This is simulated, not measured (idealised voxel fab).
A process module follows: voxel transistor to metal.
Square cell edge 5 nm, section width 195 nm, ID cut.
Cross-section = grid of square cells, listed top down in bands; band = one or more rows. Heads up on the band format: heights come first, top then bottom, in nm. After that it's the materials left to right, each with its width in nm. A single material flagged "full width" fills the whole band edge to edge, and "air" means there's empty space there. Heights from 0 (as-received wafer is one material below). Bottom band endless downward, as "z 0 and below". When a width is written as two numbers, as in "30..40", the first number is the width in the top row of cells of the band and the second is the width in its bottom row, and the width changes by the same amount from each row to the next. No cell of the cross-section changed in a step that is given as "everything unchanged". The entry titled "Cavities, sealed" provides the empty spaces that have no open way to the top, restricted to those of 8 cells or more. Each is presented as width x height at distance, the distance being measured from the left edge, with all three in nm. Read whatever lies past the settings on a step's line as the simulator's own remark about the step. The line of a step may include "overlay nm". On a step with a mask, this value is how far to the right of its planned place the mask lay. A negative value means the mask lay to the left.
Listed below are the process steps as planned
1 RECEIVE | material Si
2 OXIDIZE | depth nm 5
3 CONFORMAL_DEP | material SiN | thk nm 10
4 PATTERN | tone cover | mask id ACTIVE | material resist | width nm 115 | thk nm 20 | overlay nm 0
5 DIRECTIONAL_ETCH | etch materials SiN | depth nm 10
6 DIRECTIONAL_ETCH | etch materials SiO2 | depth nm 5
7 DIRECTIONAL_ETCH | etch materials Si | depth nm 35
8 STRIP | etch materials resist
9 FILL_DEP | material SiO2 | thk nm 5
10 CMP | height nm 10
11 SELECTIVE_ETCH | etch materials SiO2 | depth nm 10
12 STRIP | etch materials SiN
13 SELECTIVE_ETCH | etch materials SiO2 | depth nm 5
14 OXIDIZE | depth nm 5
15 DIRECTIONAL_DEP | material polySi | thk nm 20
16 DIRECTIONAL_DEP | material SiCN | thk nm 10
17 MASKED_ETCH | tone cover | mask id GATE | width nm 25 | etch materials SiCN | depth nm 20 | overlay nm -10
18 MASKED_ETCH | tone cover | mask id GATE | width nm 25 | etch materials polySi | depth nm 30 | overlay nm 0
19 CONFORMAL_DEP | material SiN | thk nm 10
20 DIRECTIONAL_ETCH | etch materials SiN | depth nm 10
21 DIRECTIONAL_ETCH | etch materials SiO2 | depth nm 5
22 DIRECTIONAL_ETCH | etch materials Si | depth nm 10
23 EPI | material SiGe | thk nm 10
24 FILL_DEP | material SiO2 | thk nm 5
25 CMP | height nm 15
26 STRIP | etch materials polySi
27 SELECTIVE_ETCH | etch materials SiO2 | depth nm 5
28 CONFORMAL_DEP | material HfO2 | thk nm 5
29 CONFORMAL_DEP | material TiN | thk nm 5
30 FILL_DEP | material W | thk nm 10
31 CMP | height nm 10
32 DIRECTIONAL_DEP | material SiO2 | thk nm 15
33 MASKED_ETCH | tone open | mask id CONTACT | width nm 20 | pitch nm 75 | etch materials SiO2 | depth nm 35 | overlay nm 0
34 CONFORMAL_DEP | material TiN | thk nm 5
35 FILL_DEP | material W | thk nm 10
36 CMP | height nm 25
37 DIRECTIONAL_DEP | material TiN | thk nm 5
38 DIRECTIONAL_DEP | material W | thk nm 20
39 PATTERN | tone cover | mask id METAL_1 | material resist | width nm 20 | pitch nm 75 | thk nm 15 | overlay nm 0
40 DIRECTIONAL_ETCH | etch materials W | depth nm 20
41 DIRECTIONAL_ETCH | etch materials TiN | depth nm 5
42 STRIP | etch materials resist
43 CONFORMAL_DEP | material SiN | thk nm 5
44 FILL_DEP | material lowk | thk nm 5
45 CMP | height nm 50
46 CONFORMAL_DEP | material SiCN | thk nm 5
The wafers are alike at the start. At step 17, their overlay nm differs. The plan lists the first wafer's value.
first wafer as received, after step 1
    z 0 and below: Si full width
    Cavities, sealed: none
Wafer rows, end of module: cells per material gained (+) or lost (-) since receipt; closed voids last
overlay nm -10 | +15 HfO2 | -198 Si | +39 SiCN | +32 SiGe | +59 SiN | +273 SiO2 | +47 TiN | +54 W | +108 lowk | Cavities, sealed: none
overlay nm -5 | +14 HfO2 | -200 Si | +39 SiCN | +34 SiGe | +59 SiN | +273 SiO2 | +48 TiN | +54 W | +108 lowk | Cavities, sealed: none
overlay nm 0 | +13 HfO2 | -202 Si | +39 SiCN | +36 SiGe | +59 SiN | +275 SiO2 | +47 TiN | +54 W | +108 lowk | Cavities, sealed: none
overlay nm 5 | +14 HfO2 | -200 Si | +39 SiCN | +34 SiGe | +59 SiN | +273 SiO2 | +48 TiN | +54 W | +108 lowk | Cavities, sealed: none
overlay nm 10 | +15 HfO2 | -198 Si | +39 SiCN | +32 SiGe | +59 SiN | +273 SiO2 | +47 TiN | +54 W | +108 lowk | Cavities, sealed: none
